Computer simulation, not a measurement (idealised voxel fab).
Documented hereafter: the process module known as voxel transistor to metal.
We display cut, a cross-section 155 nm in width whose square cells are each 5 nm.
Cross-sections here: square-cell grids, written as top-down lists of bands, a band being one or more rows of cells.
The band entry comprises the height of the band's top followed by the height of its bottom, expressed in nm, and subsequently the band's materials from left to right, each stated together with its width in nm. Where a single material is marked with the word "throughout", that material fills the band from edge to edge. The word "blank" represents empty space.
Below 0: as-received wafer, all one material; heights counted from there. Lowest band: no bottom, goes on down, written "0 down".
The expression "30 to 40" gives the width at the extremes of the band, the first number at its top row of cells and the second at its bottom row, with the width changing by equal amounts from each row to the next in between.
What does "stayed the same" mean for a step? It means no cell of the cross-section changed in that step.
"Fully closed voids": sealed empty spaces, 8 cells or more, no open way to top, listed width x height at distance, with distance from the left edge and width, height and distance in nm.
What comes after the settings on a step's line is commentary from the simulator itself on that step.
You can add "overlay nm" to a step's line. For a step with a mask, it describes how far the mask lay to the right of its planned position, and a negative number describes a lay to the left.

Process steps (planned)
1 RECEIVE | material Si
2 CONFORMAL_DEP | material SiO2 | thk nm 5
3 CONFORMAL_DEP | material SiN | thk nm 15
4 PATTERN | tone cover | mask id ACTIVE | material resist | width nm 105 | thk nm 15 | overlay nm 0
5 DIRECTIONAL_ETCH | etch materials SiN | depth nm 15
6 DIRECTIONAL_ETCH | etch materials SiO2 | depth nm 5
7 DIRECTIONAL_ETCH | etch materials Si | depth nm 20
8 STRIP | etch materials resist
9 OXIDIZE | depth nm 5
10 FILL_DEP | material SiO2 | thk nm 15
11 CMP | height nm 20
12 SELECTIVE_ETCH | etch materials SiO2 | depth nm 15
13 STRIP | etch materials SiN
14 SELECTIVE_ETCH | etch materials SiO2 | depth nm 5
15 OXIDIZE | depth nm 5
16 DIRECTIONAL_DEP | material polySi | thk nm 30
17 DIRECTIONAL_DEP | material SiCN | thk nm 10
18 DIRECTIONAL_DEP | material aC | thk nm 10
19 PATTERN | tone cover | mask id GATE | material resist | width nm 25 | thk nm 30 | overlay nm 0
20 DIRECTIONAL_ETCH | etch materials aC | depth nm 10
21 STRIP | etch materials resist
22 DIRECTIONAL_ETCH | etch materials SiCN | depth nm 20
23 DIRECTIONAL_ETCH | etch materials polySi | depth nm 40
24 STRIP | etch materials aC
25 CONFORMAL_DEP | material SiO2 | thk nm 5
26 DIRECTIONAL_ETCH | etch materials SiO2 | depth nm 5
27 CONFORMAL_DEP | material SiN | thk nm 10
28 DIRECTIONAL_ETCH | etch materials SiN | depth nm 10
29 DIRECTIONAL_ETCH | etch materials SiO2 | depth nm 5
30 DIRECTIONAL_ETCH | etch materials Si | depth nm 15
31 EPI | material nSi | thk nm 15
32 FILL_DEP | material SiO2 | thk nm 10
33 CMP | height nm 40
34 DIRECTIONAL_DEP | material SiO2 | thk nm 15
35 PATTERN | tone open | mask id CONTACT | material resist | width nm 30 | pitch nm 65 | thk nm 20 | overlay nm 0
36 DIRECTIONAL_ETCH | etch materials SiO2 | depth nm 60
37 STRIP | etch materials resist
38 CONFORMAL_DEP | material TiN | thk nm 5
39 FILL_DEP | material Ru | thk nm 5
40 CMP | height nm 55
41 CONFORMAL_DEP | material SiCN | thk nm 5
42 DIRECTIONAL_DEP | material SiO2 | thk nm 25
43 MASKED_ETCH | tone open | mask id METAL_1 | width nm 20 | pitch nm 75 | etch materials SiO2 | depth nm 25 | overlay nm 0
44 MASKED_ETCH | tone open | mask id METAL_1 | width nm 20 | pitch nm 75 | etch materials SiCN | depth nm 5 | overlay nm 0
45 CONFORMAL_DEP | material TiN | thk nm 5
46 FILL_DEP | material Cu | thk nm 5
47 CMP | height nm 85
48 CONFORMAL_DEP | material SiN | thk nm 5

First wafer out of two, processed as planned

Wafer cross-section on receipt, i.e. after step 1
	0 down  Si throughout
	Fully closed voids: none

Presented here is a cross-section of the wafer after step 2 has been performed
	5 to 0  SiO2 throughout
	For the remainder of the cross-section, below 0, there is no change.

Presented here is a cross-section of the wafer after step 3 has been performed
	20 to 5  SiN throughout
	For the remainder of the cross-section, below 5, there is no change.

Presented here is a cross-section of the wafer after step 4 has been performed
	35 to 20  25 blank / 105 resist / 25 blank
	For the remainder of the cross-section, below 20, there is no change.

Presented here is a cross-section of the wafer after step 5 has been performed
	35 to 20  25 blank / 105 resist / 25 blank
	20 to 5  25 blank / 105 SiN / 25 blank
	For the remainder of the cross-section, below 5, there is no change.

Presented here is a cross-section of the wafer after step 6 has been performed
	35 to 20  25 blank / 105 resist / 25 blank
	20 to 5  25 blank / 105 SiN / 25 blank
	5 to 0  25 blank / 105 SiO2 / 25 blank
	For the remainder of the cross-section, below 0, there is no change.

Presented here is a cross-section of the wafer after step 7 has been performed
	35 to 20  25 blank / 105 resist / 25 blank
	20 to 5  25 blank / 105 SiN / 25 blank
	5 to 0  25 blank / 105 SiO2 / 25 blank
	0 to -20  25 blank / 105 Si / 25 blank
	For the remainder of the cross-section, below -20, there is no change.

Presented here is a cross-section of the wafer after step 8 has been performed
	20 to 5  25 blank / 105 SiN / 25 blank
	For the remainder of the cross-section, below 5, there is no change.

Presented here is a cross-section of the wafer after step 9 has been performed
	20 to 5  25 blank / 105 SiN / 25 blank
	5 to 0  25 blank / 105 SiO2 / 25 blank
	0 to -20  25 blank / 5 SiO2 / 95 Si / 5 SiO2 / 25 blank
	-20 to -25  30 SiO2 / 95 Si / 30 SiO2
	For the remainder of the cross-section, below -25, there is no change.

Presented here is a cross-section of the wafer after step 10 has been performed
	35 to 20  SiO2 throughout
	20 to 5  25 SiO2 / 105 SiN / 25 SiO2
	5 to 0  SiO2 throughout
	0 to -25  30 SiO2 / 95 Si / 30 SiO2
	For the remainder of the cross-section, below -25, there is no change.

Presented here is a cross-section of the wafer after step 11 has been performed
	20 to 5  25 SiO2 / 105 SiN / 25 SiO2
	For the remainder of the cross-section, below 5, there is no change.

Presented here is a cross-section of the wafer after step 12 has been performed
	20 to 5  25 blank / 105 SiN / 25 blank
	For the remainder of the cross-section, below 5, there is no change.

Presented here is a cross-section of the wafer after step 13 has been performed
	5 to 0  SiO2 throughout
	For the remainder of the cross-section, below 0, there is no change.

Presented here is a cross-section of the wafer after step 14 has been performed
	0 to -25  30 SiO2 / 95 Si / 30 SiO2
	For the remainder of the cross-section, below -25, there is no change.

Presented here is a cross-section of the wafer after step 15 has been performed
	0 to -5  SiO2 throughout
	For the remainder of the cross-section, below -5, there is no change.

Presented here is a cross-section of the wafer after step 16 has been performed
	30 to 0  polySi throughout
	For the remainder of the cross-section, below 0, there is no change.

Presented here is a cross-section of the wafer after step 17 has been performed
	40 to 30  SiCN throughout
	For the remainder of the cross-section, below 30, there is no change.

Presented here is a cross-section of the wafer after step 18 has been performed
	50 to 40  aC throughout
	For the remainder of the cross-section, below 40, there is no change.

Presented here is a cross-section of the wafer after step 19 has been performed
	80 to 50  65 blank / 25 resist / 65 blank
	For the remainder of the cross-section, below 50, there is no change.

Presented here is a cross-section of the wafer after step 20 has been performed
	70 to 50  65 blank / 25 resist / 65 blank
	50 to 40  65 blank / 25 aC / 65 blank
	For the remainder of the cross-section, below 40, there is no change.

Presented here is a cross-section of the wafer after step 21 has been performed
	50 to 40  65 blank / 25 aC / 65 blank
	For the remainder of the cross-section, below 40, there is no change.

Presented here is a cross-section of the wafer after step 22 has been performed
	50 to 40  65 blank / 25 aC / 65 blank
	40 to 30  65 blank / 25 SiCN / 65 blank
	For the remainder of the cross-section, below 30, there is no change.

Presented here is a cross-section of the wafer after step 23 has been performed
	50 to 40  65 blank / 25 aC / 65 blank
	40 to 30  65 blank / 25 SiCN / 65 blank
	30 to 0  65 blank / 25 polySi / 65 blank
	For the remainder of the cross-section, below 0, there is no change.

Presented here is a cross-section of the wafer after step 24 has been performed
	40 to 30  65 blank / 25 SiCN / 65 blank
	For the remainder of the cross-section, below 30, there is no change.

Presented here is a cross-section of the wafer after step 25 has been performed
	45 to 40  60 blank / 35 SiO2 / 60 blank
	40 to 30  60 blank / 5 SiO2 / 25 SiCN / 5 SiO2 / 60 blank
	30 to 5  60 blank / 5 SiO2 / 25 polySi / 5 SiO2 / 60 blank
	5 to 0  65 SiO2 / 25 polySi / 65 SiO2
	For the remainder of the cross-section, below 0, there is no change.

Presented here is a cross-section of the wafer after step 26 has been performed
	40 to 30  60 blank / 5 SiO2 / 25 SiCN / 5 SiO2 / 60 blank
	30 to 0  60 blank / 5 SiO2 / 25 polySi / 5 SiO2 / 60 blank
	For the remainder of the cross-section, below 0, there is no change.

Presented here is a cross-section of the wafer after step 27 has been performed
	50 to 40  50 blank / 55 SiN / 50 blank
	40 to 30  50 blank / 10 SiN / 5 SiO2 / 25 SiCN / 5 SiO2 / 10 SiN / 50 blank
	30 to 10  50 blank / 10 SiN / 5 SiO2 / 25 polySi / 5 SiO2 / 10 SiN / 50 blank
	10 to 0  60 SiN / 5 SiO2 / 25 polySi / 5 SiO2 / 60 SiN
	For the remainder of the cross-section, below 0, there is no change.

Presented here is a cross-section of the wafer after step 28 has been performed
	40 to 30  50 blank / 10 SiN / 5 SiO2 / 25 SiCN / 5 SiO2 / 10 SiN / 50 blank
	30 to 0  50 blank / 10 SiN / 5 SiO2 / 25 polySi / 5 SiO2 / 10 SiN / 50 blank
	For the remainder of the cross-section, below 0, there is no change.

Presented here is a cross-section of the wafer after step 29 has been performed
	40 to 35  50 blank / 10 SiN / 5 blank / 25 SiCN / 5 blank / 10 SiN / 50 blank
	35 to 30  50 blank / 10 SiN / 5 SiO2 / 25 SiCN / 5 SiO2 / 10 SiN / 50 blank
	30 to 0  50 blank / 10 SiN / 5 SiO2 / 25 polySi / 5 SiO2 / 10 SiN / 50 blank
	0 to -5  50 blank / 55 SiO2 / 50 blank
	For the remainder of the cross-section, below -5, there is no change.

Presented here is a cross-section of the wafer after step 30 has been performed
	40 to 35  50 blank / 10 SiN / 5 blank / 25 SiCN / 5 blank / 10 SiN / 50 blank
	35 to 30  50 blank / 10 SiN / 5 SiO2 / 25 SiCN / 5 SiO2 / 10 SiN / 50 blank
	30 to 0  50 blank / 10 SiN / 5 SiO2 / 25 polySi / 5 SiO2 / 10 SiN / 50 blank
	0 to -5  50 blank / 55 SiO2 / 50 blank
	-5 to -20  30 SiO2 / 20 blank / 55 Si / 20 blank / 30 SiO2
	For the remainder of the cross-section, below -20, there is no change.

Presented here is a cross-section of the wafer after step 31 has been performed
	40 to 35  50 blank / 10 SiN / 5 blank / 25 SiCN / 5 blank / 10 SiN / 50 blank
	35 to 30  50 blank / 10 SiN / 5 SiO2 / 25 SiCN / 5 SiO2 / 10 SiN / 50 blank
	30 to 10  50 blank / 10 SiN / 5 SiO2 / 25 polySi / 5 SiO2 / 10 SiN / 50 blank
	10 to 0  35 blank / 15 nSi / 10 SiN / 5 SiO2 / 25 polySi / 5 SiO2 / 10 SiN / 15 nSi / 35 blank
	0 to -5  35 blank / 15 nSi / 55 SiO2 / 15 nSi / 35 blank
	-5 to -20  30 SiO2 / 20 nSi / 55 Si / 20 nSi / 30 SiO2
	For the remainder of the cross-section, below -20, there is no change.

Presented here is a cross-section of the wafer after step 32 has been performed
	50 to 40  SiO2 throughout
	40 to 30  50 SiO2 / 10 SiN / 5 SiO2 / 25 SiCN / 5 SiO2 / 10 SiN / 50 SiO2
	30 to 10  50 SiO2 / 10 SiN / 5 SiO2 / 25 polySi / 5 SiO2 / 10 SiN / 50 SiO2
	10 to 0  35 SiO2 / 15 nSi / 10 SiN / 5 SiO2 / 25 polySi / 5 SiO2 / 10 SiN / 15 nSi / 35 SiO2
	0 to -5  35 SiO2 / 15 nSi / 55 SiO2 / 15 nSi / 35 SiO2
	For the remainder of the cross-section, below -5, there is no change.

Presented here is a cross-section of the wafer after step 33 has been performed
	40 to 30  50 SiO2 / 10 SiN / 5 SiO2 / 25 SiCN / 5 SiO2 / 10 SiN / 50 SiO2
	For the remainder of the cross-section, below 30, there is no change.

Presented here is a cross-section of the wafer after step 34 has been performed
	55 to 40  SiO2 throughout
	For the remainder of the cross-section, below 40, there is no change.

Presented here is a cross-section of the wafer after step 35 has been performed
	75 to 55  30 resist / 30 blank / 35 resist / 30 blank / 30 resist
	For the remainder of the cross-section, below 55, there is no change.

Presented here is a cross-section of the wafer after step 36 has been performed
	75 to 55  30 resist / 30 blank / 35 resist / 30 blank / 30 resist
	55 to 40  30 SiO2 / 30 blank / 35 SiO2 / 30 blank / 30 SiO2
	40 to 30  30 SiO2 / 20 blank / 10 SiN / 5 SiO2 / 25 SiCN / 5 SiO2 / 10 SiN / 20 blank / 30 SiO2
	30 to 10  30 SiO2 / 20 blank / 10 SiN / 5 SiO2 / 25 polySi / 5 SiO2 / 10 SiN / 20 blank / 30 SiO2
	10 to 0  30 SiO2 / 5 blank / 15 nSi / 10 SiN / 5 SiO2 / 25 polySi / 5 SiO2 / 10 SiN / 15 nSi / 5 blank / 30 SiO2
	0 to -5  30 SiO2 / 5 blank / 15 nSi / 55 SiO2 / 15 nSi / 5 blank / 30 SiO2
	For the remainder of the cross-section, below -5, there is no change.

Presented here is a cross-section of the wafer after step 37 has been performed
	55 to 40  30 SiO2 / 30 blank / 35 SiO2 / 30 blank / 30 SiO2
	For the remainder of the cross-section, below 40, there is no change.

Presented here is a cross-section of the wafer after step 38 has been performed
	60 to 55  35 TiN / 20 blank / 45 TiN / 20 blank / 35 TiN
	55 to 45  30 SiO2 / 5 TiN / 20 blank / 5 TiN / 35 SiO2 / 5 TiN / 20 blank / 5 TiN / 30 SiO2
	45 to 40  30 SiO2 / 5 TiN / 10 blank / 15 TiN / 35 SiO2 / 15 TiN / 10 blank / 5 TiN / 30 SiO2
	40 to 30  30 SiO2 / 5 TiN / 10 blank / 5 TiN / 10 SiN / 5 SiO2 / 25 SiCN / 5 SiO2 / 10 SiN / 5 TiN / 10 blank / 5 TiN / 30 SiO2
	30 to 15  30 SiO2 / 5 TiN / 10 blank / 5 TiN / 10 SiN / 5 SiO2 / 25 polySi / 5 SiO2 / 10 SiN / 5 TiN / 10 blank / 5 TiN / 30 SiO2
	15 to 10  30 SiO2 / 20 TiN / 10 SiN / 5 SiO2 / 25 polySi / 5 SiO2 / 10 SiN / 20 TiN / 30 SiO2
	10 to 0  30 SiO2 / 5 TiN / 15 nSi / 10 SiN / 5 SiO2 / 25 polySi / 5 SiO2 / 10 SiN / 15 nSi / 5 TiN / 30 SiO2
	0 to -5  30 SiO2 / 5 TiN / 15 nSi / 55 SiO2 / 15 nSi / 5 TiN / 30 SiO2
	For the remainder of the cross-section, below -5, there is no change.

Presented here is a cross-section of the wafer after step 39 has been performed
	65 to 60  Ru throughout
	60 to 55  35 TiN / 20 Ru / 45 TiN / 20 Ru / 35 TiN
	55 to 45  30 SiO2 / 5 TiN / 20 Ru / 5 TiN / 35 SiO2 / 5 TiN / 20 Ru / 5 TiN / 30 SiO2
	45 to 40  30 SiO2 / 5 TiN / 10 Ru / 15 TiN / 35 SiO2 / 15 TiN / 10 Ru / 5 TiN / 30 SiO2
	40 to 30  30 SiO2 / 5 TiN / 10 Ru / 5 TiN / 10 SiN / 5 SiO2 / 25 SiCN / 5 SiO2 / 10 SiN / 5 TiN / 10 Ru / 5 TiN / 30 SiO2
	30 to 15  30 SiO2 / 5 TiN / 10 Ru / 5 TiN / 10 SiN / 5 SiO2 / 25 polySi / 5 SiO2 / 10 SiN / 5 TiN / 10 Ru / 5 TiN / 30 SiO2
	For the remainder of the cross-section, below 15, there is no change.

Presented here is a cross-section of the wafer after step 40 has been performed
	55 to 45  30 SiO2 / 5 TiN / 20 Ru / 5 TiN / 35 SiO2 / 5 TiN / 20 Ru / 5 TiN / 30 SiO2
	For the remainder of the cross-section, below 45, there is no change.

Presented here is a cross-section of the wafer after step 41 has been performed
	60 to 55  SiCN throughout
	For the remainder of the cross-section, below 55, there is no change.

Presented here is a cross-section of the wafer after step 42 has been performed
	85 to 60  SiO2 throughout
	For the remainder of the cross-section, below 60, there is no change.

Presented here is a cross-section of the wafer after step 43 has been performed
	85 to 60  30 SiO2 / 20 blank / 55 SiO2 / 20 blank / 30 SiO2
	For the remainder of the cross-section, below 60, there is no change.

Presented here is a cross-section of the wafer after step 44 has been performed
	85 to 60  30 SiO2 / 20 blank / 55 SiO2 / 20 blank / 30 SiO2
	60 to 55  30 SiCN / 20 blank / 55 SiCN / 20 blank / 30 SiCN
	For the remainder of the cross-section, below 55, there is no change.

Presented here is a cross-section of the wafer after step 45 has been performed
	90 to 85  35 TiN / 10 blank / 65 TiN / 10 blank / 35 TiN
	85 to 60  30 SiO2 / 5 TiN / 10 blank / 5 TiN / 55 SiO2 / 5 TiN / 10 blank / 5 TiN / 30 SiO2
	60 to 55  30 SiCN / 20 TiN / 55 SiCN / 20 TiN / 30 SiCN
	For the remainder of the cross-section, below 55, there is no change.

Presented here is a cross-section of the wafer after step 46 has been performed
	95 to 90  Cu throughout
	90 to 85  35 TiN / 10 Cu / 65 TiN / 10 Cu / 35 TiN
	85 to 60  30 SiO2 / 5 TiN / 10 Cu / 5 TiN / 55 SiO2 / 5 TiN / 10 Cu / 5 TiN / 30 SiO2
	For the remainder of the cross-section, below 60, there is no change.

Presented here is a cross-section of the wafer after step 47 has been performed
	85 to 60  30 SiO2 / 5 TiN / 10 Cu / 5 TiN / 55 SiO2 / 5 TiN / 10 Cu / 5 TiN / 30 SiO2
	For the remainder of the cross-section, below 60, there is no change.

Presented here is a cross-section of the wafer after step 48 has been performed
	90 to 85  SiN throughout
	For the remainder of the cross-section, below 85, there is no change.

Here the second wafer is described. Its start and its plan were those of the first wafer. Its run contained one mistake. Up to and including step 24, it did exactly what the first wafer did

Second wafer, cross-section, planned end of step 25: stayed the same

Second wafer, cross-section, planned end of step 26
	40 to 30  65 blank / 25 SiCN / 65 blank
	30 to 0  65 blank / 25 polySi / 65 blank
	0 to -5  65 blank / 25 SiO2 / 65 blank
	For the remainder of the cross-section, below -5, there is no change.

Second wafer, cross-section, planned end of step 27
	50 to 40  55 blank / 45 SiN / 55 blank
	40 to 30  55 blank / 10 SiN / 25 SiCN / 10 SiN / 55 blank
	30 to 5  55 blank / 10 SiN / 25 polySi / 10 SiN / 55 blank
	5 to 0  65 SiN / 25 polySi / 65 SiN
	0 to -5  65 SiN / 25 SiO2 / 65 SiN
	For the remainder of the cross-section, below -5, there is no change.

Second wafer, cross-section, planned end of step 28
	40 to 30  55 blank / 10 SiN / 25 SiCN / 10 SiN / 55 blank
	30 to 0  55 blank / 10 SiN / 25 polySi / 10 SiN / 55 blank
	0 to -5  55 blank / 10 SiN / 25 SiO2 / 10 SiN / 55 blank
	For the remainder of the cross-section, below -5, there is no change.

Second wafer, cross-section, planned end of step 29
	40 to 30  55 blank / 10 SiN / 25 SiCN / 10 SiN / 55 blank
	30 to 0  55 blank / 10 SiN / 25 polySi / 10 SiN / 55 blank
	0 to -5  55 blank / 10 SiN / 25 SiO2 / 10 SiN / 55 blank
	-5 to -10  30 blank / 95 Si / 30 blank
	For the remainder of the cross-section, below -10, there is no change.

Second wafer, cross-section, planned end of step 30
	40 to 30  55 blank / 10 SiN / 25 SiCN / 10 SiN / 55 blank
	30 to 0  55 blank / 10 SiN / 25 polySi / 10 SiN / 55 blank
	0 to -5  55 blank / 10 SiN / 25 SiO2 / 10 SiN / 55 blank
	-5 to -10  55 blank / 45 Si / 55 blank
	-10 to -20  30 SiO2 / 25 blank / 45 Si / 25 blank / 30 SiO2
	For the remainder of the cross-section, below -20, there is no change.

Second wafer, cross-section, planned end of step 31
	40 to 30  55 blank / 10 SiN / 25 SiCN / 10 SiN / 55 blank
	30 to 10  55 blank / 10 SiN / 25 polySi / 10 SiN / 55 blank
	10 to 0  40 blank / 15 nSi / 10 SiN / 25 polySi / 10 SiN / 15 nSi / 40 blank
	0 to -5  40 blank / 15 nSi / 10 SiN / 25 SiO2 / 10 SiN / 15 nSi / 40 blank
	-5 to -10  25 blank / 30 nSi / 45 Si / 30 nSi / 25 blank
	-10 to -20  30 SiO2 / 25 nSi / 45 Si / 25 nSi / 30 SiO2
	For the remainder of the cross-section, below -20, there is no change.

Second wafer, cross-section, planned end of step 32
	50 to 40  SiO2 throughout
	40 to 30  55 SiO2 / 10 SiN / 25 SiCN / 10 SiN / 55 SiO2
	30 to 10  55 SiO2 / 10 SiN / 25 polySi / 10 SiN / 55 SiO2
	10 to 0  40 SiO2 / 15 nSi / 10 SiN / 25 polySi / 10 SiN / 15 nSi / 40 SiO2
	0 to -5  40 SiO2 / 15 nSi / 10 SiN / 25 SiO2 / 10 SiN / 15 nSi / 40 SiO2
	-5 to -10  25 SiO2 / 30 nSi / 45 Si / 30 nSi / 25 SiO2
	For the remainder of the cross-section, below -10, there is no change.

Second wafer, cross-section, planned end of step 33
	40 to 30  55 SiO2 / 10 SiN / 25 SiCN / 10 SiN / 55 SiO2
	For the remainder of the cross-section, below 30, there is no change.

Second wafer, cross-section, planned end of step 34
	55 to 40  SiO2 throughout
	For the remainder of the cross-section, below 40, there is no change.

Second wafer, cross-section, planned end of step 35
	75 to 55  30 resist / 30 blank / 35 resist / 30 blank / 30 resist
	For the remainder of the cross-section, below 55, there is no change.

Second wafer, cross-section, planned end of step 36
	75 to 55  30 resist / 30 blank / 35 resist / 30 blank / 30 resist
	55 to 40  30 SiO2 / 30 blank / 35 SiO2 / 30 blank / 30 SiO2
	40 to 30  30 SiO2 / 25 blank / 10 SiN / 25 SiCN / 10 SiN / 25 blank / 30 SiO2
	30 to 10  30 SiO2 / 25 blank / 10 SiN / 25 polySi / 10 SiN / 25 blank / 30 SiO2
	10 to 0  30 SiO2 / 10 blank / 15 nSi / 10 SiN / 25 polySi / 10 SiN / 15 nSi / 10 blank / 30 SiO2
	0 to -5  30 SiO2 / 10 blank / 15 nSi / 10 SiN / 25 SiO2 / 10 SiN / 15 nSi / 10 blank / 30 SiO2
	For the remainder of the cross-section, below -5, there is no change.

Second wafer, cross-section, planned end of step 37
	55 to 40  30 SiO2 / 30 blank / 35 SiO2 / 30 blank / 30 SiO2
	For the remainder of the cross-section, below 40, there is no change.

Second wafer, cross-section, planned end of step 38
	60 to 55  35 TiN / 20 blank / 45 TiN / 20 blank / 35 TiN
	55 to 45  30 SiO2 / 5 TiN / 20 blank / 5 TiN / 35 SiO2 / 5 TiN / 20 blank / 5 TiN / 30 SiO2
	45 to 40  30 SiO2 / 5 TiN / 15 blank / 10 TiN / 35 SiO2 / 10 TiN / 15 blank / 5 TiN / 30 SiO2
	40 to 30  30 SiO2 / 5 TiN / 15 blank / 5 TiN / 10 SiN / 25 SiCN / 10 SiN / 5 TiN / 15 blank / 5 TiN / 30 SiO2
	30 to 15  30 SiO2 / 5 TiN / 15 blank / 5 TiN / 10 SiN / 25 polySi / 10 SiN / 5 TiN / 15 blank / 5 TiN / 30 SiO2
	15 to 10  30 SiO2 / 25 TiN / 10 SiN / 25 polySi / 10 SiN / 25 TiN / 30 SiO2
	10 to 0  30 SiO2 / 10 TiN / 15 nSi / 10 SiN / 25 polySi / 10 SiN / 15 nSi / 10 TiN / 30 SiO2
	0 to -5  30 SiO2 / 10 TiN / 15 nSi / 10 SiN / 25 SiO2 / 10 SiN / 15 nSi / 10 TiN / 30 SiO2
	For the remainder of the cross-section, below -5, there is no change.

Second wafer, cross-section, planned end of step 39
	65 to 60  Ru throughout
	60 to 55  35 TiN / 20 Ru / 45 TiN / 20 Ru / 35 TiN
	55 to 45  30 SiO2 / 5 TiN / 20 Ru / 5 TiN / 35 SiO2 / 5 TiN / 20 Ru / 5 TiN / 30 SiO2
	45 to 40  30 SiO2 / 5 TiN / 15 Ru / 10 TiN / 35 SiO2 / 10 TiN / 15 Ru / 5 TiN / 30 SiO2
	40 to 30  30 SiO2 / 5 TiN / 15 Ru / 5 TiN / 10 SiN / 25 SiCN / 10 SiN / 5 TiN / 15 Ru / 5 TiN / 30 SiO2
	30 to 15  30 SiO2 / 5 TiN / 15 Ru / 5 TiN / 10 SiN / 25 polySi / 10 SiN / 5 TiN / 15 Ru / 5 TiN / 30 SiO2
	For the remainder of the cross-section, below 15, there is no change.

Second wafer, cross-section, planned end of step 40
	55 to 45  30 SiO2 / 5 TiN / 20 Ru / 5 TiN / 35 SiO2 / 5 TiN / 20 Ru / 5 TiN / 30 SiO2
	For the remainder of the cross-section, below 45, there is no change.

Second wafer, cross-section, planned end of step 41
	60 to 55  SiCN throughout
	For the remainder of the cross-section, below 55, there is no change.

Second wafer, cross-section, planned end of step 42
	85 to 60  SiO2 throughout
	For the remainder of the cross-section, below 60, there is no change.

Second wafer, cross-section, planned end of step 43
	85 to 60  30 SiO2 / 20 blank / 55 SiO2 / 20 blank / 30 SiO2
	For the remainder of the cross-section, below 60, there is no change.

Second wafer, cross-section, planned end of step 44
	85 to 60  30 SiO2 / 20 blank / 55 SiO2 / 20 blank / 30 SiO2
	60 to 55  30 SiCN / 20 blank / 55 SiCN / 20 blank / 30 SiCN
	For the remainder of the cross-section, below 55, there is no change.

Second wafer, cross-section, planned end of step 45
	90 to 85  35 TiN / 10 blank / 65 TiN / 10 blank / 35 TiN
	85 to 60  30 SiO2 / 5 TiN / 10 blank / 5 TiN / 55 SiO2 / 5 TiN / 10 blank / 5 TiN / 30 SiO2
	60 to 55  30 SiCN / 20 TiN / 55 SiCN / 20 TiN / 30 SiCN
	For the remainder of the cross-section, below 55, there is no change.

Second wafer, cross-section, planned end of step 46
	95 to 90  Cu throughout
	90 to 85  35 TiN / 10 Cu / 65 TiN / 10 Cu / 35 TiN
	85 to 60  30 SiO2 / 5 TiN / 10 Cu / 5 TiN / 55 SiO2 / 5 TiN / 10 Cu / 5 TiN / 30 SiO2
	For the remainder of the cross-section, below 60, there is no change.

Second wafer, cross-section, planned end of step 47
	85 to 60  30 SiO2 / 5 TiN / 10 Cu / 5 TiN / 55 SiO2 / 5 TiN / 10 Cu / 5 TiN / 30 SiO2
	For the remainder of the cross-section, below 60, there is no change.

Second wafer, cross-section, planned end of step 48
	90 to 85  SiN throughout
	For the remainder of the cross-section, below 85, there is no change.
Misprocessing identified: execution of step 25 of the plan did not take place, the step having been omitted
Final tally in cells, some materials are higher or lower on the second wafer than on the first: +12 Ru, -6 Si, +4 SiN, -24 SiO2, +6 TiN, +8 nSi
